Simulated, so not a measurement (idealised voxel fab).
This is a process module. Its name is voxel air gaps.
Displayed cross-section: cut, width of 260 nm, square cells sized 5 nm.
Cross-section layout: square cells on a grid; listed as bands, top to bottom; a band spans one or more cell rows. Within each band entry, the heights of the top and of the bottom of the band appear first, in that order and in nm; the materials of the band then follow from left to right, each with its corresponding width in nm. The designation "full width" on a single material indicates that it fills the band from edge to edge; the designation "air" indicates empty space. All heights in this document are referenced to 0, defined as the level beneath which the wafer, as received, consists entirely of one material. The lowest band is not bounded below; it extends indefinitely downward and is written in the form "top 0, no bottom". Graded width ("30 to 40"): value in top row of band = first number; value in bottom row = second number; row-to-row change constant. No cell of the cross-section changed in a step that is given as "left unchanged". Reported under the label "Closed void catalog" are the empty spaces having no open way to the top and comprising 8 cells or more; the notation for each is width x height at distance, in which the distance is measured from the left edge and all three values are in nm. Read whatever lies past the settings on a step's line as the simulator's own remark about the step. The optional step-line setting "overlay nm" applies to steps with a mask and quantifies how far to the right of its planned location the mask lay, a negative value indicating leftward placement. Read each pair as before and after one process step. The after cross-section shows only down to the lowest band that changed. The step between them and its settings are given below the pair. Pairs can come from different runs of this module on the same starting wafer. A pair continues from the pair above only where its "Pre-step view" entry says so.
Pre-step view
	top 0, no bottom  Si full width
	Closed void catalog: none
Step Outcome
	top 15, bottom 0  SiO2 full width
	No changes below 0.
	Closed void catalog: none
Processing between the before and after sections above: CONFORMAL_DEP,material SiO2,thk nm 15
Pre-step view: starting point is the after cross-section of the pair just above.
Step Outcome
	top 20, bottom 15  SiCN full width
	No changes below 15.
	Closed void catalog: none
Processing between the before and after sections above: CONFORMAL_DEP,material SiCN,thk nm 5
Pre-step view: starting point is the after cross-section of the pair just above.
Step Outcome
	top 60, bottom 20  SiO2 full width
	No changes below 20.
	Closed void catalog: none
Processing between the before and after sections above: DIRECTIONAL_DEP,material SiO2,thk nm 40
Pre-step view: starting point is the after cross-section of the pair just above.
Step Outcome
	top 80, bottom 60  resist=50 | air=20 | resist=25 | air=20 | resist=25 | air=20 | resist=25 | air=20 | resist=55
	No changes below 60.
	Closed void catalog: none
Processing between the before and after sections above: PATTERN,tone open,mask id LINES,material resist,width nm 20,pitch nm 45,thk nm 20,overlay nm 0
Pre-step view: starting point is the after cross-section of the pair just above.
Step Outcome
	top 80, bottom 60  resist=50 | air=20 | resist=25 | air=20 | resist=25 | air=20 | resist=25 | air=20 | resist=55
	top 60, bottom 20  SiO2=50 | air=20 | SiO2=25 | air=20 | SiO2=25 | air=20 | SiO2=25 | air=20 | SiO2=55
	No changes below 20.
	Closed void catalog: none
Processing between the before and after sections above: DIRECTIONAL_ETCH,etch materials SiO2,depth nm 40
Pre-step view: starting point is the after cross-section of the pair just above.
Step Outcome
	top 60, bottom 20  SiO2=50 | air=20 | SiO2=25 | air=20 | SiO2=25 | air=20 | SiO2=25 | air=20 | SiO2=55
	No changes below 20.
	Closed void catalog: none
Processing between the before and after sections above: STRIP,etch materials resist
Pre-step view: starting point is the after cross-section of the pair just above.
Step Outcome
	top 65, bottom 60  TiN=55 | air=10 | TiN=35 | air=10 | TiN=35 | air=10 | TiN=35 | air=10 | TiN=60
	top 60, bottom 25  SiO2=50 | TiN=5 | air=10 | TiN=5 | SiO2=25 | TiN=5 | air=10 | TiN=5 | SiO2=25 | TiN=5 | air=10 | TiN=5 | SiO2=25 | TiN=5 | air=10 | TiN=5 | SiO2=55
	top 25, bottom 20  SiO2=50 | TiN=20 | SiO2=25 | TiN=20 | SiO2=25 | TiN=20 | SiO2=25 | TiN=20 | SiO2=55
	No changes below 20.
	Closed void catalog: none
Processing between the before and after sections above: CONFORMAL_DEP,material TiN,thk nm 5
Pre-step view: starting point is the after cross-section of the pair just above.
Step Outcome
	top 70, bottom 65  Ru full width
	top 65, bottom 60  TiN=55 | Ru=10 | TiN=35 | Ru=10 | TiN=35 | Ru=10 | TiN=35 | Ru=10 | TiN=60
	top 60, bottom 25  SiO2=50 | TiN=5 | Ru=10 | TiN=5 | SiO2=25 | TiN=5 | Ru=10 | TiN=5 | SiO2=25 | TiN=5 | Ru=10 | TiN=5 | SiO2=25 | TiN=5 | Ru=10 | TiN=5 | SiO2=55
	No changes below 25.
	Closed void catalog: none
Processing between the before and after sections above: FILL_DEP,material Ru,thk nm 5
Pre-step view: starting point is the after cross-section of the pair just above.
Step Outcome
	top 60, bottom 25  SiO2=50 | TiN=5 | Ru=10 | TiN=5 | SiO2=25 | TiN=5 | Ru=10 | TiN=5 | SiO2=25 | TiN=5 | Ru=10 | TiN=5 | SiO2=25 | TiN=5 | Ru=10 | TiN=5 | SiO2=55
	No changes below 25.
	Closed void catalog: none
Processing between the before and after sections above: CMP,height nm 60
Pre-step view: starting point is the after cross-section of the pair just above.
Step Outcome
	top 70, bottom 60  air=40 | Ru=40 | air=5 | Ru=40 | air=5 | Ru=40 | air=5 | Ru=40 | air=45
	No changes below 60.
	Closed void catalog: none
Processing between the before and after sections above: EPI,material Ru,thk nm 10
Pre-step view: starting point is the after cross-section of the pair just above.
Step Outcome
	top 70, bottom 60  air=40 | Ru=40 | air=5 | Ru=40 | air=5 | Ru=40 | air=5 | Ru=40 | air=45
	top 60, bottom 25  air=50 | TiN=5 | Ru=10 | TiN=5 | air=25 | TiN=5 | Ru=10 | TiN=5 | air=25 | TiN=5 | Ru=10 | TiN=5 | air=25 | TiN=5 | Ru=10 | TiN=5 | air=55
	top 25, bottom 20  air=50 | TiN=20 | air=25 | TiN=20 | air=25 | TiN=20 | air=25 | TiN=20 | air=55
	No changes below 20.
	Closed void catalog: none
Processing between the before and after sections above: SELECTIVE_ETCH,etch materials SiO2,depth nm 50
Pre-step view: starting point is the after cross-section of the pair just above.
Step Outcome
	top 75, bottom 70  air=35 | SiCN=185 | air=40
	top 70, bottom 60  air=35 | SiCN=5 | Ru=40 | SiCN=5 | Ru=40 | SiCN=5 | Ru=40 | SiCN=5 | Ru=40 | SiCN=5 | air=40
	top 60, bottom 55  air=35 | SiCN=15 | TiN=5 | Ru=10 | TiN=5 | SiCN=25 | TiN=5 | Ru=10 | TiN=5 | SiCN=25 | TiN=5 | Ru=10 | TiN=5 | SiCN=25 | TiN=5 | Ru=10 | TiN=5 | SiCN=15 | air=40
	top 55, bottom 25  air=45 | SiCN=5 | TiN=5 | Ru=10 | TiN=5 | SiCN=5 | air=15 | SiCN=5 | TiN=5 | Ru=10 | TiN=5 | SiCN=5 | air=15 | SiCN=5 | TiN=5 | Ru=10 | TiN=5 | SiCN=5 | air=15 | SiCN=5 | TiN=5 | Ru=10 | TiN=5 | SiCN=5 | air=50
	top 25, bottom 20  SiCN=50 | TiN=20 | SiCN=25 | TiN=20 | SiCN=25 | TiN=20 | SiCN=25 | TiN=20 | SiCN=55
	No changes below 20.
	Closed void catalog: 15 x 30 at 75; 15 x 30 at 120; 15 x 30 at 165
Processing between the before and after sections above: CONFORMAL_DEP,material SiCN,thk nm 5
Pre-step view
	top 15, bottom 0  SiO2 full width
	top 0, no bottom  Si full width
	Closed void catalog: none
Step Outcome
	top 30, bottom 0  SiO2 full width
	No changes below 0.
	Closed void catalog: none
Processing between the before and after sections above: CONFORMAL_DEP,material SiO2,thk nm 15
Pre-step view: starting point is the after cross-section of the pair just above.
Step Outcome
	top 35, bottom 30  SiCN full width
	No changes below 30.
	Closed void catalog: none
Processing between the before and after sections above: CONFORMAL_DEP,material SiCN,thk nm 5
Pre-step view: starting point is the after cross-section of the pair just above.
Step Outcome
	top 75, bottom 35  SiO2 full width
	No changes below 35.
	Closed void catalog: none
Processing between the before and after sections above: DIRECTIONAL_DEP,material SiO2,thk nm 40
Pre-step view: starting point is the after cross-section of the pair just above.
Step Outcome
	top 95, bottom 75  resist=50 | air=20 | resist=25 | air=20 | resist=25 | air=20 | resist=25 | air=20 | resist=55
	No changes below 75.
	Closed void catalog: none
Processing between the before and after sections above: PATTERN,tone open,mask id LINES,material resist,width nm 20,pitch nm 45,thk nm 20,overlay nm 0
Pre-step view: starting point is the after cross-section of the pair just above.
Step Outcome
	top 95, bottom 75  resist=50 | air=20 | resist=25 | air=20 | resist=25 | air=20 | resist=25 | air=20 | resist=55
	top 75, bottom 35  SiO2=50 | air=20 | SiO2=25 | air=20 | SiO2=25 | air=20 | SiO2=25 | air=20 | SiO2=55
	No changes below 35.
	Closed void catalog: none
Processing between the before and after sections above: DIRECTIONAL_ETCH,etch materials SiO2,depth nm 40
Pre-step view: starting point is the after cross-section of the pair just above.
Step Outcome
	top 75, bottom 35  SiO2=50 | air=20 | SiO2=25 | air=20 | SiO2=25 | air=20 | SiO2=25 | air=20 | SiO2=55
	No changes below 35.
	Closed void catalog: none
Processing between the before and after sections above: STRIP,etch materials resist
Pre-step view: starting point is the after cross-section of the pair just above.
Step Outcome
	top 80, bottom 75  TiN=55 | air=10 | TiN=35 | air=10 | TiN=35 | air=10 | TiN=35 | air=10 | TiN=60
	top 75, bottom 40  SiO2=50 | TiN=5 | air=10 | TiN=5 | SiO2=25 | TiN=5 | air=10 | TiN=5 | SiO2=25 | TiN=5 | air=10 | TiN=5 | SiO2=25 | TiN=5 | air=10 | TiN=5 | SiO2=55
	top 40, bottom 35  SiO2=50 | TiN=20 | SiO2=25 | TiN=20 | SiO2=25 | TiN=20 | SiO2=25 | TiN=20 | SiO2=55
	No changes below 35.
	Closed void catalog: none
Processing between the before and after sections above: CONFORMAL_DEP,material TiN,thk nm 5
Pre-step view: starting point is the after cross-section of the pair just above.
Step Outcome
	top 85, bottom 80  Ru full width
	top 80, bottom 75  TiN=55 | Ru=10 | TiN=35 | Ru=10 | TiN=35 | Ru=10 | TiN=35 | Ru=10 | TiN=60
	top 75, bottom 40  SiO2=50 | TiN=5 | Ru=10 | TiN=5 | SiO2=25 | TiN=5 | Ru=10 | TiN=5 | SiO2=25 | TiN=5 | Ru=10 | TiN=5 | SiO2=25 | TiN=5 | Ru=10 | TiN=5 | SiO2=55
	No changes below 40.
	Closed void catalog: none
Processing between the before and after sections above: FILL_DEP,material Ru,thk nm 5
Pre-step view: starting point is the after cross-section of the pair just above.
Step Outcome
	top 60, bottom 40  SiO2=50 | TiN=5 | Ru=10 | TiN=5 | SiO2=25 | TiN=5 | Ru=10 | TiN=5 | SiO2=25 | TiN=5 | Ru=10 | TiN=5 | SiO2=25 | TiN=5 | Ru=10 | TiN=5 | SiO2=55
	No changes below 40.
	Closed void catalog: none
Processing between the before and after sections above: CMP,height nm 60
Pre-step view: starting point is the after cross-section of the pair just above.
Step Outcome
	top 70, bottom 60  air=40 | Ru=40 | air=5 | Ru=40 | air=5 | Ru=40 | air=5 | Ru=40 | air=45
	No changes below 60.
	Closed void catalog: none
Processing between the before and after sections above: EPI,material Ru,thk nm 10
Pre-step view: starting point is the after cross-section of the pair just above.
Step Outcome
	top 70, bottom 60  air=40 | Ru=40 | air=5 | Ru=40 | air=5 | Ru=40 | air=5 | Ru=40 | air=45
	top 60, bottom 40  air=50 | TiN=5 | Ru=10 | TiN=5 | air=25 | TiN=5 | Ru=10 | TiN=5 | air=25 | TiN=5 | Ru=10 | TiN=5 | air=25 | TiN=5 | Ru=10 | TiN=5 | air=55
	top 40, bottom 35  air=50 | TiN=20 | air=25 | TiN=20 | air=25 | TiN=20 | air=25 | TiN=20 | air=55
	No changes below 35.
	Closed void catalog: none
Processing between the before and after sections above: SELECTIVE_ETCH,etch materials SiO2,depth nm 50
Pre-step view: starting point is the after cross-section of the pair just above.
Step Outcome
	top 75, bottom 70  air=35 | SiCN=185 | air=40
	top 70, bottom 60  air=35 | SiCN=5 | Ru=40 | SiCN=5 | Ru=40 | SiCN=5 | Ru=40 | SiCN=5 | Ru=40 | SiCN=5 | air=40
	top 60, bottom 55  air=35 | SiCN=15 | TiN=5 | Ru=10 | TiN=5 | SiCN=25 | TiN=5 | Ru=10 | TiN=5 | SiCN=25 | TiN=5 | Ru=10 | TiN=5 | SiCN=25 | TiN=5 | Ru=10 | TiN=5 | SiCN=15 | air=40
	top 55, bottom 40  air=45 | SiCN=5 | TiN=5 | Ru=10 | TiN=5 | SiCN=5 | air=15 | SiCN=5 | TiN=5 | Ru=10 | TiN=5 | SiCN=5 | air=15 | SiCN=5 | TiN=5 | Ru=10 | TiN=5 | SiCN=5 | air=15 | SiCN=5 | TiN=5 | Ru=10 | TiN=5 | SiCN=5 | air=50
	top 40, bottom 35  SiCN=50 | TiN=20 | SiCN=25 | TiN=20 | SiCN=25 | TiN=20 | SiCN=25 | TiN=20 | SiCN=55
	No changes below 35.
	Closed void catalog: 15 x 15 at 75; 15 x 15 at 120; 15 x 15 at 165
Processing between the before and after sections above: CONFORMAL_DEP,material SiCN,thk nm 5
Pre-step view
	top 60, bottom 25  SiO2=50 | TiN=5 | Ru=10 | TiN=5 | SiO2=25 | TiN=5 | Ru=10 | TiN=5 | SiO2=25 | TiN=5 | Ru=10 | TiN=5 | SiO2=25 | TiN=5 | Ru=10 | TiN=5 | SiO2=55
	top 25, bottom 20  SiO2=50 | TiN=20 | SiO2=25 | TiN=20 | SiO2=25 | TiN=20 | SiO2=25 | TiN=20 | SiO2=55
	top 20, bottom 15  SiCN full width
	top 15, bottom 0  SiO2 full width
	top 0, no bottom  Si full width
	Closed void catalog: none
Step Outcome
	top 60, bottom 25  air=50 | TiN=5 | Ru=10 | TiN=5 | air=25 | TiN=5 | Ru=10 | TiN=5 | air=25 | TiN=5 | Ru=10 | TiN=5 | air=25 | TiN=5 | Ru=10 | TiN=5 | air=55
	top 25, bottom 20  air=50 | TiN=20 | air=25 | TiN=20 | air=25 | TiN=20 | air=25 | TiN=20 | air=55
	No changes below 20.
	Closed void catalog: none
Processing between the before and after sections above: SELECTIVE_ETCH,etch materials SiO2,depth nm 50
Pre-step view: starting point is the after cross-section of the pair just above.
Step Outcome
	top 70, bottom 60  air=40 | Ru=40 | air=5 | Ru=40 | air=5 | Ru=40 | air=5 | Ru=40 | air=45
	top 60, bottom 25  air=40 | Ru=10 | TiN=5 | Ru=10 | TiN=5 | Ru=10 | air=5 | Ru=10 | TiN=5 | Ru=10 | TiN=5 | Ru=10 | air=5 | Ru=10 | TiN=5 | Ru=10 | TiN=5 | Ru=10 | air=5 | Ru=10 | TiN=5 | Ru=10 | TiN=5 | Ru=10 | air=45
	top 25, bottom 20  air=40 | Ru=10 | TiN=20 | Ru=10 | air=5 | Ru=10 | TiN=20 | Ru=10 | air=5 | Ru=10 | TiN=20 | Ru=10 | air=5 | Ru=10 | TiN=20 | Ru=10 | air=45
	No changes below 20.
	Closed void catalog: none
Processing between the before and after sections above: EPI,material Ru,thk nm 10
Pre-step view: starting point is the after cross-section of the pair just above.
Step Outcome
	top 75, bottom 70  air=35 | SiCN=185 | air=40
	top 70, bottom 60  air=35 | SiCN=5 | Ru=40 | SiCN=5 | Ru=40 | SiCN=5 | Ru=40 | SiCN=5 | Ru=40 | SiCN=5 | air=40
	top 60, bottom 25  air=35 | SiCN=5 | Ru=10 | TiN=5 | Ru=10 | TiN=5 | Ru=10 | SiCN=5 | Ru=10 | TiN=5 | Ru=10 | TiN=5 | Ru=10 | SiCN=5 | Ru=10 | TiN=5 | Ru=10 | TiN=5 | Ru=10 | SiCN=5 | Ru=10 | TiN=5 | Ru=10 | TiN=5 | Ru=10 | SiCN=5 | air=40
	top 25, bottom 20  SiCN=40 | Ru=10 | TiN=20 | Ru=10 | SiCN=5 | Ru=10 | TiN=20 | Ru=10 | SiCN=5 | Ru=10 | TiN=20 | Ru=10 | SiCN=5 | Ru=10 | TiN=20 | Ru=10 | SiCN=45
	No changes below 20.
	Closed void catalog: none
Processing between the before and after sections above: CONFORMAL_DEP,material SiCN,thk nm 5
Pre-step view
	top 70, bottom 60  air=40 | Ru=40 | air=5 | Ru=40 | air=5 | Ru=40 | air=5 | Ru=40 | air=45
	top 60, bottom 25  air=50 | TiN=5 | Ru=10 | TiN=5 | air=25 | TiN=5 | Ru=10 | TiN=5 | air=25 | TiN=5 | Ru=10 | TiN=5 | air=25 | TiN=5 | Ru=10 | TiN=5 | air=55
	top 25, bottom 20  air=50 | TiN=20 | air=25 | TiN=20 | air=25 | TiN=20 | air=25 | TiN=20 | air=55
	top 20, bottom 15  SiCN full width
	top 15, bottom 0  SiO2 full width
	top 0, no bottom  Si full width
	Closed void catalog: none
Step Outcome
	top 85, bottom 70  air=25 | SiCN=205 | air=30
	top 70, bottom 60  air=25 | SiCN=15 | Ru=40 | SiCN=5 | Ru=40 | SiCN=5 | Ru=40 | SiCN=5 | Ru=40 | SiCN=15 | air=30
	top 60, bottom 55  air=25 | SiCN=25 | TiN=5 | Ru=10 | TiN=5 | SiCN=25 | TiN=5 | Ru=10 | TiN=5 | SiCN=25 | TiN=5 | Ru=10 | TiN=5 | SiCN=25 | TiN=5 | Ru=10 | TiN=5 | SiCN=25 | air=30
	top 55, bottom 45  air=25 | SiCN=25 | TiN=5 | Ru=10 | TiN=5 | SiCN=5 | air=15 | SiCN=5 | TiN=5 | Ru=10 | TiN=5 | SiCN=5 | air=15 | SiCN=5 | TiN=5 | Ru=10 | TiN=5 | SiCN=5 | air=15 | SiCN=5 | TiN=5 | Ru=10 | TiN=5 | SiCN=25 | air=30
	top 45, bottom 35  air=35 | SiCN=15 | TiN=5 | Ru=10 | TiN=5 | SiCN=5 | air=15 | SiCN=5 | TiN=5 | Ru=10 | TiN=5 | SiCN=5 | air=15 | SiCN=5 | TiN=5 | Ru=10 | TiN=5 | SiCN=5 | air=15 | SiCN=5 | TiN=5 | Ru=10 | TiN=5 | SiCN=15 | air=40
	top 35, bottom 25  SiCN=50 | TiN=5 | Ru=10 | TiN=5 | SiCN=5 | air=15 | SiCN=5 | TiN=5 | Ru=10 | TiN=5 | SiCN=5 | air=15 | SiCN=5 | TiN=5 | Ru=10 | TiN=5 | SiCN=5 | air=15 | SiCN=5 | TiN=5 | Ru=10 | TiN=5 | SiCN=55
	top 25, bottom 20  SiCN=50 | TiN=20 | SiCN=25 | TiN=20 | SiCN=25 | TiN=20 | SiCN=25 | TiN=20 | SiCN=55
	No changes below 20.
	Closed void catalog: 15 x 30 at 75; 15 x 30 at 120; 15 x 30 at 165
Processing between the before and after sections above: CONFORMAL_DEP,material SiCN,thk nm 15
Pre-step view
	top 60, bottom 20  SiO2 full width
	top 20, bottom 15  SiCN full width
	top 15, bottom 0  SiO2 full width
	top 0, no bottom  Si full width
	Closed void catalog: none
Step Outcome
	top 80, bottom 60  resist=55 | air=15 | resist=30 | air=15 | resist=30 | air=15 | resist=30 | air=15 | resist=55
	No changes below 60.
	Closed void catalog: none
Processing between the before and after sections above: PATTERN,tone open,mask id LINES,material resist,width nm 15,pitch nm 45,thk nm 20,overlay nm 0
Pre-step view: starting point is the after cross-section of the pair just above.
Step Outcome
	top 80, bottom 60  resist=55 | air=15 | resist=30 | air=15 | resist=30 | air=15 | resist=30 | air=15 | resist=55
	top 60, bottom 20  SiO2=55 | air=15 | SiO2=30 | air=15 | SiO2=30 | air=15 | SiO2=30 | air=15 | SiO2=55
	No changes below 20.
	Closed void catalog: none
Processing between the before and after sections above: DIRECTIONAL_ETCH,etch materials SiO2,depth nm 40
Pre-step view: starting point is the after cross-section of the pair just above.
Step Outcome
	top 60, bottom 20  SiO2=55 | air=15 | SiO2=30 | air=15 | SiO2=30 | air=15 | SiO2=30 | air=15 | SiO2=55
	No changes below 20.
	Closed void catalog: none
Processing between the before and after sections above: STRIP,etch materials resist
Pre-step view: starting point is the after cross-section of the pair just above.
Step Outcome
	top 65, bottom 60  TiN=60 | air=5 | TiN=40 | air=5 | TiN=40 | air=5 | TiN=40 | air=5 | TiN=60
	top 60, bottom 25  SiO2=55 | TiN=5 | air=5 | TiN=5 | SiO2=30 | TiN=5 | air=5 | TiN=5 | SiO2=30 | TiN=5 | air=5 | TiN=5 | SiO2=30 | TiN=5 | air=5 | TiN=5 | SiO2=55
	top 25, bottom 20  SiO2=55 | TiN=15 | SiO2=30 | TiN=15 | SiO2=30 | TiN=15 | SiO2=30 | TiN=15 | SiO2=55
	No changes below 20.
	Closed void catalog: none
Processing between the before and after sections above: CONFORMAL_DEP,material TiN,thk nm 5
Pre-step view: starting point is the after cross-section of the pair just above.
Step Outcome
	top 70, bottom 65  Ru full width
	top 65, bottom 60  TiN=60 | Ru=5 | TiN=40 | Ru=5 | TiN=40 | Ru=5 | TiN=40 | Ru=5 | TiN=60
	top 60, bottom 25  SiO2=55 | TiN=5 | Ru=5 | TiN=5 | SiO2=30 | TiN=5 | Ru=5 | TiN=5 | SiO2=30 | TiN=5 | Ru=5 | TiN=5 | SiO2=30 | TiN=5 | Ru=5 | TiN=5 | SiO2=55
	No changes below 25.
	Closed void catalog: none
Processing between the before and after sections above: FILL_DEP,material Ru,thk nm 5
Pre-step view: starting point is the after cross-section of the pair just above.
Step Outcome
	top 60, bottom 25  SiO2=55 | TiN=5 | Ru=5 | TiN=5 | SiO2=30 | TiN=5 | Ru=5 | TiN=5 | SiO2=30 | TiN=5 | Ru=5 | TiN=5 | SiO2=30 | TiN=5 | Ru=5 | TiN=5 | SiO2=55
	No changes below 25.
	Closed void catalog: none
Processing between the before and after sections above: CMP,height nm 60
Pre-step view: starting point is the after cross-section of the pair just above.
Step Outcome
	top 70, bottom 60  air=45 | Ru=35 | air=10 | Ru=35 | air=10 | Ru=35 | air=10 | Ru=35 | air=45
	No changes below 60.
	Closed void catalog: none
Processing between the before and after sections above: EPI,material Ru,thk nm 10
Pre-step view: starting point is the after cross-section of the pair just above.
Step Outcome
	top 70, bottom 60  air=45 | Ru=35 | air=10 | Ru=35 | air=10 | Ru=35 | air=10 | Ru=35 | air=45
	top 60, bottom 25  air=55 | TiN=5 | Ru=5 | TiN=5 | air=30 | TiN=5 | Ru=5 | TiN=5 | air=30 | TiN=5 | Ru=5 | TiN=5 | air=30 | TiN=5 | Ru=5 | TiN=5 | air=55
	top 25, bottom 20  air=55 | TiN=15 | air=30 | TiN=15 | air=30 | TiN=15 | air=30 | TiN=15 | air=55
	No changes below 20.
	Closed void catalog: none
Processing between the before and after sections above: SELECTIVE_ETCH,etch materials SiO2,depth nm 50
Pre-step view: starting point is the after cross-section of the pair just above.
Step Outcome
	top 75, bottom 70  air=40 | SiCN=180 | air=40
	top 70, bottom 60  air=40 | SiCN=5 | Ru=35 | SiCN=10 | Ru=35 | SiCN=10 | Ru=35 | SiCN=10 | Ru=35 | SiCN=5 | air=40
	top 60, bottom 55  air=40 | SiCN=15 | TiN=5 | Ru=5 | TiN=5 | SiCN=30 | TiN=5 | Ru=5 | TiN=5 | SiCN=30 | TiN=5 | Ru=5 | TiN=5 | SiCN=30 | TiN=5 | Ru=5 | TiN=5 | SiCN=15 | air=40
	top 55, bottom 25  air=50 | SiCN=5 | TiN=5 | Ru=5 | TiN=5 | SiCN=5 | air=20 | SiCN=5 | TiN=5 | Ru=5 | TiN=5 | SiCN=5 | air=20 | SiCN=5 | TiN=5 | Ru=5 | TiN=5 | SiCN=5 | air=20 | SiCN=5 | TiN=5 | Ru=5 | TiN=5 | SiCN=5 | air=50
	top 25, bottom 20  SiCN=55 | TiN=15 | SiCN=30 | TiN=15 | SiCN=30 | TiN=15 | SiCN=30 | TiN=15 | SiCN=55
	No changes below 20.
	Closed void catalog: 20 x 30 at 75; 20 x 30 at 120; 20 x 30 at 165
Processing between the before and after sections above: CONFORMAL_DEP,material SiCN,thk nm 5
Pre-step view
	top 60, bottom 20  SiO2 full width
	top 20, bottom 15  SiCN full width
	top 15, bottom 0  SiO2 full width
	top 0, no bottom  Si full width
	Closed void catalog: none
Step Outcome
	top 80, bottom 60  resist=55 | air=20 | resist=25 | air=20 | resist=25 | air=20 | resist=25 | air=20 | resist=50
	No changes below 60.
	Closed void catalog: none
Processing between the before and after sections above: PATTERN,tone open,mask id LINES,material resist,width nm 20,pitch nm 45,thk nm 20,overlay nm 5
Pre-step view: starting point is the after cross-section of the pair just above.
Step Outcome
	top 80, bottom 60  resist=55 | air=20 | resist=25 | air=20 | resist=25 | air=20 | resist=25 | air=20 | resist=50
	top 60, bottom 20  SiO2=55 | air=20 | SiO2=25 | air=20 | SiO2=25 | air=20 | SiO2=25 | air=20 | SiO2=50
	No changes below 20.
	Closed void catalog: none
Processing between the before and after sections above: DIRECTIONAL_ETCH,etch materials SiO2,depth nm 40
Pre-step view: starting point is the after cross-section of the pair just above.
Step Outcome
	top 60, bottom 20  SiO2=55 | air=20 | SiO2=25 | air=20 | SiO2=25 | air=20 | SiO2=25 | air=20 | SiO2=50
	No changes below 20.
	Closed void catalog: none
Processing between the before and after sections above: STRIP,etch materials resist
Pre-step view: starting point is the after cross-section of the pair just above.
Step Outcome
	top 65, bottom 60  TiN=60 | air=10 | TiN=35 | air=10 | TiN=35 | air=10 | TiN=35 | air=10 | TiN=55
	top 60, bottom 25  SiO2=55 | TiN=5 | air=10 | TiN=5 | SiO2=25 | TiN=5 | air=10 | TiN=5 | SiO2=25 | TiN=5 | air=10 | TiN=5 | SiO2=25 | TiN=5 | air=10 | TiN=5 | SiO2=50
	top 25, bottom 20  SiO2=55 | TiN=20 | SiO2=25 | TiN=20 | SiO2=25 | TiN=20 | SiO2=25 | TiN=20 | SiO2=50
	No changes below 20.
	Closed void catalog: none
Processing between the before and after sections above: CONFORMAL_DEP,material TiN,thk nm 5
Pre-step view: starting point is the after cross-section of the pair just above.
Step Outcome
	top 70, bottom 65  Ru full width
	top 65, bottom 60  TiN=60 | Ru=10 | TiN=35 | Ru=10 | TiN=35 | Ru=10 | TiN=35 | Ru=10 | TiN=55
	top 60, bottom 25  SiO2=55 | TiN=5 | Ru=10 | TiN=5 | SiO2=25 | TiN=5 | Ru=10 | TiN=5 | SiO2=25 | TiN=5 | Ru=10 | TiN=5 | SiO2=25 | TiN=5 | Ru=10 | TiN=5 | SiO2=50
	No changes below 25.
	Closed void catalog: none
Processing between the before and after sections above: FILL_DEP,material Ru,thk nm 5
Pre-step view: starting point is the after cross-section of the pair just above.
Step Outcome
	top 60, bottom 25  SiO2=55 | TiN=5 | Ru=10 | TiN=5 | SiO2=25 | TiN=5 | Ru=10 | TiN=5 | SiO2=25 | TiN=5 | Ru=10 | TiN=5 | SiO2=25 | TiN=5 | Ru=10 | TiN=5 | SiO2=50
	No changes below 25.
	Closed void catalog: none
Processing between the before and after sections above: CMP,height nm 60
Pre-step view: starting point is the after cross-section of the pair just above.
Step Outcome
	top 70, bottom 60  air=45 | Ru=40 | air=5 | Ru=40 | air=5 | Ru=40 | air=5 | Ru=40 | air=40
	No changes below 60.
	Closed void catalog: none
Processing between the before and after sections above: EPI,material Ru,thk nm 10
Pre-step view: starting point is the after cross-section of the pair just above.
Step Outcome
	top 70, bottom 60  air=45 | Ru=40 | air=5 | Ru=40 | air=5 | Ru=40 | air=5 | Ru=40 | air=40
	top 60, bottom 25  air=55 | TiN=5 | Ru=10 | TiN=5 | air=25 | TiN=5 | Ru=10 | TiN=5 | air=25 | TiN=5 | Ru=10 | TiN=5 | air=25 | TiN=5 | Ru=10 | TiN=5 | air=50
	top 25, bottom 20  air=55 | TiN=20 | air=25 | TiN=20 | air=25 | TiN=20 | air=25 | TiN=20 | air=50
	No changes below 20.
	Closed void catalog: none
Processing between the before and after sections above: SELECTIVE_ETCH,etch materials SiO2,depth nm 50
Pre-step view: starting point is the after cross-section of the pair just above.
Step Outcome
	top 75, bottom 70  air=40 | SiCN=185 | air=35
	top 70, bottom 60  air=40 | SiCN=5 | Ru=40 | SiCN=5 | Ru=40 | SiCN=5 | Ru=40 | SiCN=5 | Ru=40 | SiCN=5 | air=35
	top 60, bottom 55  air=40 | SiCN=15 | TiN=5 | Ru=10 | TiN=5 | SiCN=25 | TiN=5 | Ru=10 | TiN=5 | SiCN=25 | TiN=5 | Ru=10 | TiN=5 | SiCN=25 | TiN=5 | Ru=10 | TiN=5 | SiCN=15 | air=35
	top 55, bottom 25  air=50 | SiCN=5 | TiN=5 | Ru=10 | TiN=5 | SiCN=5 | air=15 | SiCN=5 | TiN=5 | Ru=10 | TiN=5 | SiCN=5 | air=15 | SiCN=5 | TiN=5 | Ru=10 | TiN=5 | SiCN=5 | air=15 | SiCN=5 | TiN=5 | Ru=10 | TiN=5 | SiCN=5 | air=45
	top 25, bottom 20  SiCN=55 | TiN=20 | SiCN=25 | TiN=20 | SiCN=25 | TiN=20 | SiCN=25 | TiN=20 | SiCN=50
	No changes below 20.
	Closed void catalog: 15 x 30 at 80; 15 x 30 at 125; 15 x 30 at 170
Processing between the before and after sections above: CONFORMAL_DEP,material SiCN,thk nm 5
Pre-step view
	top 0, no bottom  Si full width
	Closed void catalog: none
Step Outcome
	top 15, bottom 0  TiN full width
	No changes below 0.
	Closed void catalog: none
Processing between the before and after sections above: CONFORMAL_DEP,material TiN,thk nm 15
Pre-step view: starting point is the after cross-section of the pair just above.
Step Outcome
	top 20, bottom 15  SiCN full width
	No changes below 15.
	Closed void catalog: none
Processing between the before and after sections above: CONFORMAL_DEP,material SiCN,thk nm 5
Pre-step view: starting point is the after cross-section of the pair just above.
Step Outcome
	top 60, bottom 20  SiO2 full width
	No changes below 20.
	Closed void catalog: none
Processing between the before and after sections above: DIRECTIONAL_DEP,material SiO2,thk nm 40
Pre-step view: starting point is the after cross-section of the pair just above.
Step Outcome
	top 80, bottom 60  resist=50 | air=20 | resist=25 | air=20 | resist=25 | air=20 | resist=25 | air=20 | resist=55
	No changes below 60.
	Closed void catalog: none
Processing between the before and after sections above: PATTERN,tone open,mask id LINES,material resist,width nm 20,pitch nm 45,thk nm 20,overlay nm 0
Pre-step view: starting point is the after cross-section of the pair just above.
Step Outcome
	top 80, bottom 60  resist=50 | air=20 | resist=25 | air=20 | resist=25 | air=20 | resist=25 | air=20 | resist=55
	top 60, bottom 20  SiO2=50 | air=20 | SiO2=25 | air=20 | SiO2=25 | air=20 | SiO2=25 | air=20 | SiO2=55
	No changes below 20.
	Closed void catalog: none
Processing between the before and after sections above: DIRECTIONAL_ETCH,etch materials SiO2,depth nm 40
Pre-step view: starting point is the after cross-section of the pair just above.
Step Outcome
	top 60, bottom 20  SiO2=50 | air=20 | SiO2=25 | air=20 | SiO2=25 | air=20 | SiO2=25 | air=20 | SiO2=55
	No changes below 20.
	Closed void catalog: none
Processing between the before and after sections above: STRIP,etch materials resist
